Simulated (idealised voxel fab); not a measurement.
Process module in this document: voxel transistor to metal
cross-section cut | 195 nm wide | cells 5 nm
Format of a cross-section: grid, square cells. Given as bands. Order: top down. Band: one or more rows of cells. In this notation a band is specified by the heights of its top and bottom, in that order and in nm, after which its materials appear from left to right, each paired with its width in nm. The word "edge to edge" attached to a single material means that material fills the band from edge to edge; the word "air" stands for empty space. Height is counted from the level 0, under which the received wafer is composed throughout of one material. The lowest of the bands is not closed at the bottom but continues downward, in the notation "0 down". You'd read "30..40" like this: the band's top row of cells is as wide as the first number, its bottom row is as wide as the second, and going down, every row changes width by the same amount as the row before did. "remained unchanged" for a step: no cell of the cross-section changed in that step. Enclosed voids (no open way to top), threshold 8 cells or more, entry "Closed void roster", notation width x height at distance, distance from left edge, nm. If you see something after the settings on a step's line, that's the simulator's own remark about that step. "overlay nm" denotes, for a step that has a mask, the displacement of the mask to the right of its planned place, with negative values corresponding to the left.

## Process steps foreseen in the plan
- 1: op RECEIVE | material Si
- 2: op OXIDIZE | depth nm 5
- 3: op CONFORMAL_DEP | material SiN | thk nm 10
- 4: op DIRECTIONAL_DEP | material aC | thk nm 10
- 5: op PATTERN | tone cover | mask id ACTIVE | material resist | width nm 105 | thk nm 25 | overlay nm 0
- 6: op DIRECTIONAL_ETCH | etch materials aC | depth nm 10
- 7: op STRIP | etch materials resist
- 8: op DIRECTIONAL_ETCH | etch materials SiN | depth nm 10
- 9: op DIRECTIONAL_ETCH | etch materials SiO2 | depth nm 5
- 10: op DIRECTIONAL_ETCH | etch materials Si | depth nm 35
- 11: op STRIP | etch materials aC
- 12: op OXIDIZE | depth nm 5
- 13: op FILL_DEP | material SiO2 | thk nm 15
- 14: op CMP | height nm 10
- 15: op SELECTIVE_ETCH | etch materials SiO2 | depth nm 10
- 16: op STRIP | etch materials SiN
- 17: op SELECTIVE_ETCH | etch materials SiO2 | depth nm 5
- 18: op OXIDIZE | depth nm 5
- 19: op DIRECTIONAL_DEP | material polySi | thk nm 30
- 20: op DIRECTIONAL_DEP | material SiCN | thk nm 10
- 21: op DIRECTIONAL_DEP | material aC | thk nm 15
- 22: op PATTERN | tone cover | mask id GATE | material resist | width nm 35 | thk nm 35 | overlay nm 0
- 23: op DIRECTIONAL_ETCH | etch materials aC | depth nm 15
- 24: op STRIP | etch materials resist
- 25: op DIRECTIONAL_ETCH | etch materials SiCN | depth nm 20
- 26: op DIRECTIONAL_ETCH | etch materials polySi | depth nm 40
- 27: op STRIP | etch materials aC
- 28: op CONFORMAL_DEP | material SiO2 | thk nm 5
- 29: op DIRECTIONAL_ETCH | etch materials SiO2 | depth nm 5
- 30: op CONFORMAL_DEP | material SiN | thk nm 5
- 31: op DIRECTIONAL_ETCH | etch materials SiN | depth nm 5
- 32: op DIRECTIONAL_ETCH | etch materials SiO2 | depth nm 5
- 33: op DIRECTIONAL_ETCH | etch materials Si | depth nm 5
- 34: op EPI | material nSi | thk nm 10
- 35: op FILL_DEP | material SiO2 | thk nm 10
- 36: op CMP | height nm 25
- 37: op STRIP | etch materials polySi
- 38: op SELECTIVE_ETCH | etch materials SiO2 | depth nm 5
- 39: op CONFORMAL_DEP | material HfO2 | thk nm 5
- 40: op CONFORMAL_DEP | material TiN | thk nm 5
- 41: op FILL_DEP | material W | thk nm 5
- 42: op CMP | height nm 20
- 43: op DIRECTIONAL_DEP | material SiO2 | thk nm 10
- 44: op PATTERN | tone open | mask id CONTACT | material resist | width nm 15 | pitch nm 80 | thk nm 15 | overlay nm 0
- 45: op DIRECTIONAL_ETCH | etch materials SiO2 | depth nm 35
- 46: op STRIP | etch materials resist
- 47: op CONFORMAL_DEP | material TiN | thk nm 5
- 48: op FILL_DEP | material W | thk nm 10
- 49: op CMP | height nm 30
- 50: op DIRECTIONAL_DEP | material TiN | thk nm 5
- 51: op DIRECTIONAL_DEP | material Ru | thk nm 20
- 52: op PATTERN | tone cover | mask id METAL_1 | material resist | width nm 15 | pitch nm 80 | thk nm 15 | overlay nm 0
- 53: op DIRECTIONAL_ETCH | etch materials Ru | depth nm 20
- 54: op DIRECTIONAL_ETCH | etch materials TiN | depth nm 5
- 55: op STRIP | etch materials resist
- 56: op FILL_DEP | material lowk | thk nm 5
- 57: op CMP | height nm 55
- 58: op CONFORMAL_DEP | material SiCN | thk nm 5
- 59: op DIRECTIONAL_DEP | material SiO2 | thk nm 35
- 60: op PATTERN | tone open | mask id METAL_2 | material resist | width nm 15 | pitch nm 80 | thk nm 15 | overlay nm 0
- 61: op DIRECTIONAL_ETCH | etch materials SiO2 | depth nm 20
- 62: op STRIP | etch materials resist
- 63: op PATTERN | tone open | mask id METAL_2_HOLES | material resist | width nm 15 | pitch nm 80 | thk nm 15 | overlay nm 0
- 64: op DIRECTIONAL_ETCH | etch materials SiO2 | depth nm 15
- 65: op DIRECTIONAL_ETCH | etch materials SiCN | depth nm 5
- 66: op STRIP | etch materials resist
- 67: op CONFORMAL_DEP | material TiN | thk nm 5
- 68: op FILL_DEP | material Cu | thk nm 10
- 69: op CMP | height nm 95
- 70: op CONFORMAL_DEP | material SiCN | thk nm 5

## First of two wafers: run as planned

## This is the cross-section of the wafer as we received it, i.e. after step 1
0 down: Si edge to edge
Closed void roster: none

## Cross-section of the wafer subsequent to step 2
0 to -5: SiO2 edge to edge
Lower than -5, everything is as it was.

## Cross-section of the wafer subsequent to step 3
10 to 0: SiN edge to edge
Lower than 0, everything is as it was.

## Cross-section of the wafer subsequent to step 4
20 to 10: aC edge to edge
Lower than 10, everything is as it was.

## Cross-section of the wafer subsequent to step 5
45 to 20: 45 nm air / 105 nm resist / 45 nm air
Lower than 20, everything is as it was.

## Cross-section of the wafer subsequent to step 6
35 to 20: 45 nm air / 105 nm resist / 45 nm air
20 to 10: 45 nm air / 105 nm aC / 45 nm air
Lower than 10, everything is as it was.

## Cross-section of the wafer subsequent to step 7
20 to 10: 45 nm air / 105 nm aC / 45 nm air
Lower than 10, everything is as it was.

## Cross-section of the wafer subsequent to step 8
20 to 10: 45 nm air / 105 nm aC / 45 nm air
10 to 0: 45 nm air / 105 nm SiN / 45 nm air
Lower than 0, everything is as it was.

## Cross-section of the wafer subsequent to step 9
20 to 10: 45 nm air / 105 nm aC / 45 nm air
10 to 0: 45 nm air / 105 nm SiN / 45 nm air
0 to -5: 45 nm air / 105 nm SiO2 / 45 nm air
Lower than -5, everything is as it was.

## Cross-section of the wafer subsequent to step 10
20 to 10: 45 nm air / 105 nm aC / 45 nm air
10 to 0: 45 nm air / 105 nm SiN / 45 nm air
0 to -5: 45 nm air / 105 nm SiO2 / 45 nm air
-5 to -40: 45 nm air / 105 nm Si / 45 nm air
Lower than -40, everything is as it was.

## Cross-section of the wafer subsequent to step 11
10 to 0: 45 nm air / 105 nm SiN / 45 nm air
Lower than 0, everything is as it was.

## Cross-section of the wafer subsequent to step 12
10 to 0: 45 nm air / 105 nm SiN / 45 nm air
0 to -5: 45 nm air / 105 nm SiO2 / 45 nm air
-5 to -40: 45 nm air / 5 nm SiO2 / 95 nm Si / 5 nm SiO2 / 45 nm air
-40 to -45: 50 nm SiO2 / 95 nm Si / 50 nm SiO2
Lower than -45, everything is as it was.

## Cross-section of the wafer subsequent to step 13
25 to 10: SiO2 edge to edge
10 to 0: 45 nm SiO2 / 105 nm SiN / 45 nm SiO2
0 to -5: SiO2 edge to edge
-5 to -45: 50 nm SiO2 / 95 nm Si / 50 nm SiO2
Lower than -45, everything is as it was.

## Cross-section of the wafer subsequent to step 14
10 to 0: 45 nm SiO2 / 105 nm SiN / 45 nm SiO2
Lower than 0, everything is as it was.

## Cross-section of the wafer subsequent to step 15
10 to 0: 45 nm air / 105 nm SiN / 45 nm air
Lower than 0, everything is as it was.

## Cross-section of the wafer subsequent to step 16
0 to -5: SiO2 edge to edge
Lower than -5, everything is as it was.

## Cross-section of the wafer subsequent to step 17
-5 to -45: 50 nm SiO2 / 95 nm Si / 50 nm SiO2
Lower than -45, everything is as it was.

## Cross-section of the wafer subsequent to step 18
-5 to -10: SiO2 edge to edge
Lower than -10, everything is as it was.

## Cross-section of the wafer subsequent to step 19
25 to -5: polySi edge to edge
Lower than -5, everything is as it was.

## Cross-section of the wafer subsequent to step 20
35 to 25: SiCN edge to edge
Lower than 25, everything is as it was.

## Cross-section of the wafer subsequent to step 21
50 to 35: aC edge to edge
Lower than 35, everything is as it was.

## Cross-section of the wafer subsequent to step 22
85 to 50: 80 nm air / 35 nm resist / 80 nm air
Lower than 50, everything is as it was.

## Cross-section of the wafer subsequent to step 23
70 to 50: 80 nm air / 35 nm resist / 80 nm air
50 to 35: 80 nm air / 35 nm aC / 80 nm air
Lower than 35, everything is as it was.

## Cross-section of the wafer subsequent to step 24
50 to 35: 80 nm air / 35 nm aC / 80 nm air
Lower than 35, everything is as it was.

## Cross-section of the wafer subsequent to step 25
50 to 35: 80 nm air / 35 nm aC / 80 nm air
35 to 25: 80 nm air / 35 nm SiCN / 80 nm air
Lower than 25, everything is as it was.

## Cross-section of the wafer subsequent to step 26
50 to 35: 80 nm air / 35 nm aC / 80 nm air
35 to 25: 80 nm air / 35 nm SiCN / 80 nm air
25 to -5: 80 nm air / 35 nm polySi / 80 nm air
Lower than -5, everything is as it was.

## Cross-section of the wafer subsequent to step 27
35 to 25: 80 nm air / 35 nm SiCN / 80 nm air
Lower than 25, everything is as it was.

## Cross-section of the wafer subsequent to step 28
40 to 35: 75 nm air / 45 nm SiO2 / 75 nm air
35 to 25: 75 nm air / 5 nm SiO2 / 35 nm SiCN / 5 nm SiO2 / 75 nm air
25 to 0: 75 nm air / 5 nm SiO2 / 35 nm polySi / 5 nm SiO2 / 75 nm air
0 to -5: 80 nm SiO2 / 35 nm polySi / 80 nm SiO2
Lower than -5, everything is as it was.

## Cross-section of the wafer subsequent to step 29
35 to 25: 75 nm air / 5 nm SiO2 / 35 nm SiCN / 5 nm SiO2 / 75 nm air
25 to -5: 75 nm air / 5 nm SiO2 / 35 nm polySi / 5 nm SiO2 / 75 nm air
Lower than -5, everything is as it was.

## Cross-section of the wafer subsequent to step 30
40 to 35: 70 nm air / 55 nm SiN / 70 nm air
35 to 25: 70 nm air / 5 nm SiN / 5 nm SiO2 / 35 nm SiCN / 5 nm SiO2 / 5 nm SiN / 70 nm air
25 to 0: 70 nm air / 5 nm SiN / 5 nm SiO2 / 35 nm polySi / 5 nm SiO2 / 5 nm SiN / 70 nm air
0 to -5: 75 nm SiN / 5 nm SiO2 / 35 nm polySi / 5 nm SiO2 / 75 nm SiN
Lower than -5, everything is as it was.

## Cross-section of the wafer subsequent to step 31
35 to 25: 70 nm air / 5 nm SiN / 5 nm SiO2 / 35 nm SiCN / 5 nm SiO2 / 5 nm SiN / 70 nm air
25 to -5: 70 nm air / 5 nm SiN / 5 nm SiO2 / 35 nm polySi / 5 nm SiO2 / 5 nm SiN / 70 nm air
Lower than -5, everything is as it was.

## Cross-section of the wafer subsequent to step 32
35 to 30: 70 nm air / 5 nm SiN / 5 nm air / 35 nm SiCN / 5 nm air / 5 nm SiN / 70 nm air
30 to 25: 70 nm air / 5 nm SiN / 5 nm SiO2 / 35 nm SiCN / 5 nm SiO2 / 5 nm SiN / 70 nm air
25 to -5: 70 nm air / 5 nm SiN / 5 nm SiO2 / 35 nm polySi / 5 nm SiO2 / 5 nm SiN / 70 nm air
-5 to -10: 70 nm air / 55 nm SiO2 / 70 nm air
Lower than -10, everything is as it was.

## Cross-section of the wafer subsequent to step 33
35 to 30: 70 nm air / 5 nm SiN / 5 nm air / 35 nm SiCN / 5 nm air / 5 nm SiN / 70 nm air
30 to 25: 70 nm air / 5 nm SiN / 5 nm SiO2 / 35 nm SiCN / 5 nm SiO2 / 5 nm SiN / 70 nm air
25 to -5: 70 nm air / 5 nm SiN / 5 nm SiO2 / 35 nm polySi / 5 nm SiO2 / 5 nm SiN / 70 nm air
-5 to -10: 70 nm air / 55 nm SiO2 / 70 nm air
-10 to -15: 50 nm SiO2 / 20 nm air / 55 nm Si / 20 nm air / 50 nm SiO2
Lower than -15, everything is as it was.

## Cross-section of the wafer subsequent to step 34
35 to 30: 70 nm air / 5 nm SiN / 5 nm air / 35 nm SiCN / 5 nm air / 5 nm SiN / 70 nm air
30 to 25: 70 nm air / 5 nm SiN / 5 nm SiO2 / 35 nm SiCN / 5 nm SiO2 / 5 nm SiN / 70 nm air
25 to 0: 70 nm air / 5 nm SiN / 5 nm SiO2 / 35 nm polySi / 5 nm SiO2 / 5 nm SiN / 70 nm air
0 to -5: 60 nm air / 10 nm nSi / 5 nm SiN / 5 nm SiO2 / 35 nm polySi / 5 nm SiO2 / 5 nm SiN / 10 nm nSi / 60 nm air
-5 to -10: 45 nm air / 25 nm nSi / 55 nm SiO2 / 25 nm nSi / 45 nm air
-10 to -15: 50 nm SiO2 / 20 nm nSi / 55 nm Si / 20 nm nSi / 50 nm SiO2
Lower than -15, everything is as it was.

## Cross-section of the wafer subsequent to step 35
45 to 35: SiO2 edge to edge
35 to 25: 70 nm SiO2 / 5 nm SiN / 5 nm SiO2 / 35 nm SiCN / 5 nm SiO2 / 5 nm SiN / 70 nm SiO2
25 to 0: 70 nm SiO2 / 5 nm SiN / 5 nm SiO2 / 35 nm polySi / 5 nm SiO2 / 5 nm SiN / 70 nm SiO2
0 to -5: 60 nm SiO2 / 10 nm nSi / 5 nm SiN / 5 nm SiO2 / 35 nm polySi / 5 nm SiO2 / 5 nm SiN / 10 nm nSi / 60 nm SiO2
-5 to -10: 45 nm SiO2 / 25 nm nSi / 55 nm SiO2 / 25 nm nSi / 45 nm SiO2
Lower than -10, everything is as it was.

## Cross-section of the wafer subsequent to step 36
25 to 0: 70 nm SiO2 / 5 nm SiN / 5 nm SiO2 / 35 nm polySi / 5 nm SiO2 / 5 nm SiN / 70 nm SiO2
Lower than 0, everything is as it was.

## Cross-section of the wafer subsequent to step 37
25 to 0: 70 nm SiO2 / 5 nm SiN / 5 nm SiO2 / 35 nm air / 5 nm SiO2 / 5 nm SiN / 70 nm SiO2
0 to -5: 60 nm SiO2 / 10 nm nSi / 5 nm SiN / 5 nm SiO2 / 35 nm air / 5 nm SiO2 / 5 nm SiN / 10 nm nSi / 60 nm SiO2
Lower than -5, everything is as it was.

## Cross-section of the wafer subsequent to step 38
25 to 20: 70 nm air / 5 nm SiN / 45 nm air / 5 nm SiN / 70 nm air
20 to 0: 70 nm SiO2 / 5 nm SiN / 45 nm air / 5 nm SiN / 70 nm SiO2
0 to -5: 60 nm SiO2 / 10 nm nSi / 5 nm SiN / 45 nm air / 5 nm SiN / 10 nm nSi / 60 nm SiO2
-5 to -10: 45 nm SiO2 / 25 nm nSi / 5 nm SiO2 / 45 nm air / 5 nm SiO2 / 25 nm nSi / 45 nm SiO2
Lower than -10, everything is as it was.

## Cross-section of the wafer subsequent to step 39
30 to 25: 65 nm air / 15 nm HfO2 / 35 nm air / 15 nm HfO2 / 65 nm air
25 to 20: 70 nm HfO2 / 5 nm SiN / 5 nm HfO2 / 35 nm air / 5 nm HfO2 / 5 nm SiN / 70 nm HfO2
20 to 0: 70 nm SiO2 / 5 nm SiN / 5 nm HfO2 / 35 nm air / 5 nm HfO2 / 5 nm SiN / 70 nm SiO2
0 to -5: 60 nm SiO2 / 10 nm nSi / 5 nm SiN / 5 nm HfO2 / 35 nm air / 5 nm HfO2 / 5 nm SiN / 10 nm nSi / 60 nm SiO2
-5 to -10: 45 nm SiO2 / 25 nm nSi / 5 nm SiO2 / 45 nm HfO2 / 5 nm SiO2 / 25 nm nSi / 45 nm SiO2
Lower than -10, everything is as it was.

## Cross-section of the wafer subsequent to step 40
35 to 30: 60 nm air / 25 nm TiN / 25 nm air / 25 nm TiN / 60 nm air
30 to 25: 65 nm TiN / 15 nm HfO2 / 5 nm TiN / 25 nm air / 5 nm TiN / 15 nm HfO2 / 65 nm TiN
25 to 20: 70 nm HfO2 / 5 nm SiN / 5 nm HfO2 / 5 nm TiN / 25 nm air / 5 nm TiN / 5 nm HfO2 / 5 nm SiN / 70 nm HfO2
20 to 0: 70 nm SiO2 / 5 nm SiN / 5 nm HfO2 / 5 nm TiN / 25 nm air / 5 nm TiN / 5 nm HfO2 / 5 nm SiN / 70 nm SiO2
0 to -5: 60 nm SiO2 / 10 nm nSi / 5 nm SiN / 5 nm HfO2 / 35 nm TiN / 5 nm HfO2 / 5 nm SiN / 10 nm nSi / 60 nm SiO2
Lower than -5, everything is as it was.

## Cross-section of the wafer subsequent to step 41
40 to 35: W edge to edge
35 to 30: 60 nm W / 25 nm TiN / 25 nm W / 25 nm TiN / 60 nm W
30 to 25: 65 nm TiN / 15 nm HfO2 / 5 nm TiN / 25 nm W / 5 nm TiN / 15 nm HfO2 / 65 nm TiN
25 to 20: 70 nm HfO2 / 5 nm SiN / 5 nm HfO2 / 5 nm TiN / 25 nm W / 5 nm TiN / 5 nm HfO2 / 5 nm SiN / 70 nm HfO2
20 to 0: 70 nm SiO2 / 5 nm SiN / 5 nm HfO2 / 5 nm TiN / 25 nm W / 5 nm TiN / 5 nm HfO2 / 5 nm SiN / 70 nm SiO2
Lower than 0, everything is as it was.

## Cross-section of the wafer subsequent to step 42
20 to 0: 70 nm SiO2 / 5 nm SiN / 5 nm HfO2 / 5 nm TiN / 25 nm W / 5 nm TiN / 5 nm HfO2 / 5 nm SiN / 70 nm SiO2
Lower than 0, everything is as it was.

## Cross-section of the wafer subsequent to step 43
30 to 20: SiO2 edge to edge
Lower than 20, everything is as it was.

## Cross-section of the wafer subsequent to step 44
45 to 30: 50 nm resist / 15 nm air / 65 nm resist / 15 nm air / 50 nm resist
Lower than 30, everything is as it was.

## Cross-section of the wafer subsequent to step 45
45 to 30: 50 nm resist / 15 nm air / 65 nm resist / 15 nm air / 50 nm resist
30 to 20: 50 nm SiO2 / 15 nm air / 65 nm SiO2 / 15 nm air / 50 nm SiO2
20 to 0: 50 nm SiO2 / 15 nm air / 5 nm SiO2 / 5 nm SiN / 5 nm HfO2 / 5 nm TiN / 25 nm W / 5 nm TiN / 5 nm HfO2 / 5 nm SiN / 5 nm SiO2 / 15 nm air / 50 nm SiO2
0 to -5: 50 nm SiO2 / 10 nm air / 10 nm nSi / 5 nm SiN / 5 nm HfO2 / 35 nm TiN / 5 nm HfO2 / 5 nm SiN / 10 nm nSi / 10 nm air / 50 nm SiO2
Lower than -5, everything is as it was.

## Cross-section of the wafer subsequent to step 46
30 to 20: 50 nm SiO2 / 15 nm air / 65 nm SiO2 / 15 nm air / 50 nm SiO2
Lower than 20, everything is as it was.

## Cross-section of the wafer subsequent to step 47
35 to 30: 55 nm TiN / 5 nm air / 75 nm TiN / 5 nm air / 55 nm TiN
30 to 20: 50 nm SiO2 / 5 nm TiN / 5 nm air / 5 nm TiN / 65 nm SiO2 / 5 nm TiN / 5 nm air / 5 nm TiN / 50 nm SiO2
20 to 5: 50 nm SiO2 / 5 nm TiN / 5 nm air / 5 nm TiN / 5 nm SiO2 / 5 nm SiN / 5 nm HfO2 / 5 nm TiN / 25 nm W / 5 nm TiN / 5 nm HfO2 / 5 nm SiN / 5 nm SiO2 / 5 nm TiN / 5 nm air / 5 nm TiN / 50 nm SiO2
5 to 0: 50 nm SiO2 / 15 nm TiN / 5 nm SiO2 / 5 nm SiN / 5 nm HfO2 / 5 nm TiN / 25 nm W / 5 nm TiN / 5 nm HfO2 / 5 nm SiN / 5 nm SiO2 / 15 nm TiN / 50 nm SiO2
0 to -5: 50 nm SiO2 / 10 nm TiN / 10 nm nSi / 5 nm SiN / 5 nm HfO2 / 35 nm TiN / 5 nm HfO2 / 5 nm SiN / 10 nm nSi / 10 nm TiN / 50 nm SiO2
Lower than -5, everything is as it was.

## Cross-section of the wafer subsequent to step 48
45 to 35: W edge to edge
35 to 30: 55 nm TiN / 5 nm W / 75 nm TiN / 5 nm W / 55 nm TiN
30 to 20: 50 nm SiO2 / 5 nm TiN / 5 nm W / 5 nm TiN / 65 nm SiO2 / 5 nm TiN / 5 nm W / 5 nm TiN / 50 nm SiO2
20 to 5: 50 nm SiO2 / 5 nm TiN / 5 nm W / 5 nm TiN / 5 nm SiO2 / 5 nm SiN / 5 nm HfO2 / 5 nm TiN / 25 nm W / 5 nm TiN / 5 nm HfO2 / 5 nm SiN / 5 nm SiO2 / 5 nm TiN / 5 nm W / 5 nm TiN / 50 nm SiO2
Lower than 5, everything is as it was.

## Cross-section of the wafer subsequent to step 49
30 to 20: 50 nm SiO2 / 5 nm TiN / 5 nm W / 5 nm TiN / 65 nm SiO2 / 5 nm TiN / 5 nm W / 5 nm TiN / 50 nm SiO2
Lower than 20, everything is as it was.

## Cross-section of the wafer subsequent to step 50
35 to 30: TiN edge to edge
Lower than 30, everything is as it was.

## Cross-section of the wafer subsequent to step 51
55 to 35: Ru edge to edge
Lower than 35, everything is as it was.

## Cross-section of the wafer subsequent to step 52
70 to 55: 50 nm air / 15 nm resist / 65 nm air / 15 nm resist / 50 nm air
Lower than 55, everything is as it was.

## Cross-section of the wafer subsequent to step 53
70 to 55: 50 nm air / 15 nm resist / 65 nm air / 15 nm resist / 50 nm air
55 to 35: 50 nm air / 15 nm Ru / 65 nm air / 15 nm Ru / 50 nm air
Lower than 35, everything is as it was.

## Cross-section of the wafer subsequent to step 54
70 to 55: 50 nm air / 15 nm resist / 65 nm air / 15 nm resist / 50 nm air
55 to 35: 50 nm air / 15 nm Ru / 65 nm air / 15 nm Ru / 50 nm air
35 to 30: 50 nm air / 15 nm TiN / 65 nm air / 15 nm TiN / 50 nm air
Lower than 30, everything is as it was.

## Cross-section of the wafer subsequent to step 55
55 to 35: 50 nm air / 15 nm Ru / 65 nm air / 15 nm Ru / 50 nm air
Lower than 35, everything is as it was.

## Cross-section of the wafer subsequent to step 56
60 to 55: lowk edge to edge
55 to 35: 50 nm lowk / 15 nm Ru / 65 nm lowk / 15 nm Ru / 50 nm lowk
35 to 30: 50 nm lowk / 15 nm TiN / 65 nm lowk / 15 nm TiN / 50 nm lowk
Lower than 30, everything is as it was.

## Cross-section of the wafer subsequent to step 57
55 to 35: 50 nm lowk / 15 nm Ru / 65 nm lowk / 15 nm Ru / 50 nm lowk
Lower than 35, everything is as it was.

## Cross-section of the wafer subsequent to step 58
60 to 55: SiCN edge to edge
Lower than 55, everything is as it was.

## Cross-section of the wafer subsequent to step 59
95 to 60: SiO2 edge to edge
Lower than 60, everything is as it was.

## Cross-section of the wafer subsequent to step 60
110 to 95: 50 nm resist / 15 nm air / 65 nm resist / 15 nm air / 50 nm resist
Lower than 95, everything is as it was.

## Cross-section of the wafer subsequent to step 61
110 to 95: 50 nm resist / 15 nm air / 65 nm resist / 15 nm air / 50 nm resist
95 to 75: 50 nm SiO2 / 15 nm air / 65 nm SiO2 / 15 nm air / 50 nm SiO2
Lower than 75, everything is as it was.

## Cross-section of the wafer subsequent to step 62
95 to 75: 50 nm SiO2 / 15 nm air / 65 nm SiO2 / 15 nm air / 50 nm SiO2
Lower than 75, everything is as it was.

## Cross-section of the wafer subsequent to step 63
110 to 95: 50 nm resist / 15 nm air / 65 nm resist / 15 nm air / 50 nm resist
Lower than 95, everything is as it was.

## Cross-section of the wafer subsequent to step 64
110 to 95: 50 nm resist / 15 nm air / 65 nm resist / 15 nm air / 50 nm resist
95 to 60: 50 nm SiO2 / 15 nm air / 65 nm SiO2 / 15 nm air / 50 nm SiO2
Lower than 60, everything is as it was.

## Cross-section of the wafer subsequent to step 65
110 to 95: 50 nm resist / 15 nm air / 65 nm resist / 15 nm air / 50 nm resist
95 to 60: 50 nm SiO2 / 15 nm air / 65 nm SiO2 / 15 nm air / 50 nm SiO2
60 to 55: 50 nm SiCN / 15 nm air / 65 nm SiCN / 15 nm air / 50 nm SiCN
Lower than 55, everything is as it was.

## Cross-section of the wafer subsequent to step 66
95 to 60: 50 nm SiO2 / 15 nm air / 65 nm SiO2 / 15 nm air / 50 nm SiO2
Lower than 60, everything is as it was.

## Cross-section of the wafer subsequent to step 67
100 to 95: 55 nm TiN / 5 nm air / 75 nm TiN / 5 nm air / 55 nm TiN
95 to 60: 50 nm SiO2 / 5 nm TiN / 5 nm air / 5 nm TiN / 65 nm SiO2 / 5 nm TiN / 5 nm air / 5 nm TiN / 50 nm SiO2
60 to 55: 50 nm SiCN / 15 nm TiN / 65 nm SiCN / 15 nm TiN / 50 nm SiCN
Lower than 55, everything is as it was.

## Cross-section of the wafer subsequent to step 68
110 to 100: Cu edge to edge
100 to 95: 55 nm TiN / 5 nm Cu / 75 nm TiN / 5 nm Cu / 55 nm TiN
95 to 60: 50 nm SiO2 / 5 nm TiN / 5 nm Cu / 5 nm TiN / 65 nm SiO2 / 5 nm TiN / 5 nm Cu / 5 nm TiN / 50 nm SiO2
Lower than 60, everything is as it was.

## Cross-section of the wafer subsequent to step 69
95 to 60: 50 nm SiO2 / 5 nm TiN / 5 nm Cu / 5 nm TiN / 65 nm SiO2 / 5 nm TiN / 5 nm Cu / 5 nm TiN / 50 nm SiO2
Lower than 60, everything is as it was.

## Cross-section of the wafer subsequent to step 70
100 to 95: SiCN edge to edge
Lower than 95, everything is as it was.

## Wafer two of two - same starting point, same process plan, one mistake in execution; matches wafer one up to and including step 62

## when step 63 should have ended
110 to 95: 45 nm resist / 25 nm air / 55 nm resist / 25 nm air / 45 nm resist
Lower than 95, everything is as it was.

## when step 64 should have ended
110 to 95: 45 nm resist / 25 nm air / 55 nm resist / 25 nm air / 45 nm resist
95 to 80: 45 nm SiO2 / 25 nm air / 55 nm SiO2 / 25 nm air / 45 nm SiO2
80 to 60: 50 nm SiO2 / 15 nm air / 65 nm SiO2 / 15 nm air / 50 nm SiO2
Lower than 60, everything is as it was.

## when step 65 should have ended
110 to 95: 45 nm resist / 25 nm air / 55 nm resist / 25 nm air / 45 nm resist
95 to 80: 45 nm SiO2 / 25 nm air / 55 nm SiO2 / 25 nm air / 45 nm SiO2
80 to 60: 50 nm SiO2 / 15 nm air / 65 nm SiO2 / 15 nm air / 50 nm SiO2
60 to 55: 50 nm SiCN / 15 nm air / 65 nm SiCN / 15 nm air / 50 nm SiCN
Lower than 55, everything is as it was.

## when step 66 should have ended
95 to 80: 45 nm SiO2 / 25 nm air / 55 nm SiO2 / 25 nm air / 45 nm SiO2
Lower than 80, everything is as it was.

## when step 67 should have ended
100 to 95: 50 nm TiN / 15 nm air / 65 nm TiN / 15 nm air / 50 nm TiN
95 to 85: 45 nm SiO2 / 5 nm TiN / 15 nm air / 5 nm TiN / 55 nm SiO2 / 5 nm TiN / 15 nm air / 5 nm TiN / 45 nm SiO2
85 to 80: 45 nm SiO2 / 10 nm TiN / 5 nm air / 10 nm TiN / 55 nm SiO2 / 10 nm TiN / 5 nm air / 10 nm TiN / 45 nm SiO2
80 to 60: 50 nm SiO2 / 5 nm TiN / 5 nm air / 5 nm TiN / 65 nm SiO2 / 5 nm TiN / 5 nm air / 5 nm TiN / 50 nm SiO2
60 to 55: 50 nm SiCN / 15 nm TiN / 65 nm SiCN / 15 nm TiN / 50 nm SiCN
Lower than 55, everything is as it was.

## when step 68 should have ended
110 to 100: Cu edge to edge
100 to 95: 50 nm TiN / 15 nm Cu / 65 nm TiN / 15 nm Cu / 50 nm TiN
95 to 85: 45 nm SiO2 / 5 nm TiN / 15 nm Cu / 5 nm TiN / 55 nm SiO2 / 5 nm TiN / 15 nm Cu / 5 nm TiN / 45 nm SiO2
85 to 80: 45 nm SiO2 / 10 nm TiN / 5 nm Cu / 10 nm TiN / 55 nm SiO2 / 10 nm TiN / 5 nm Cu / 10 nm TiN / 45 nm SiO2
80 to 60: 50 nm SiO2 / 5 nm TiN / 5 nm Cu / 5 nm TiN / 65 nm SiO2 / 5 nm TiN / 5 nm Cu / 5 nm TiN / 50 nm SiO2
Lower than 60, everything is as it was.

## when step 69 should have ended
95 to 85: 45 nm SiO2 / 5 nm TiN / 15 nm Cu / 5 nm TiN / 55 nm SiO2 / 5 nm TiN / 15 nm Cu / 5 nm TiN / 45 nm SiO2
Lower than 85, everything is as it was.

## when step 70 should have ended
100 to 95: SiCN edge to edge
Lower than 95, everything is as it was.
So what did we get wrong on this run? rather than as planned, step 63 actually ran as op PATTERN | tone open | mask id METAL_2_HOLES | material resist | width nm 25 | pitch nm 80 | thk nm 15 | overlay nm 0
Cell-count delta at end, second wafer over first, by material: +8 Cu; -12 SiO2; +4 TiN
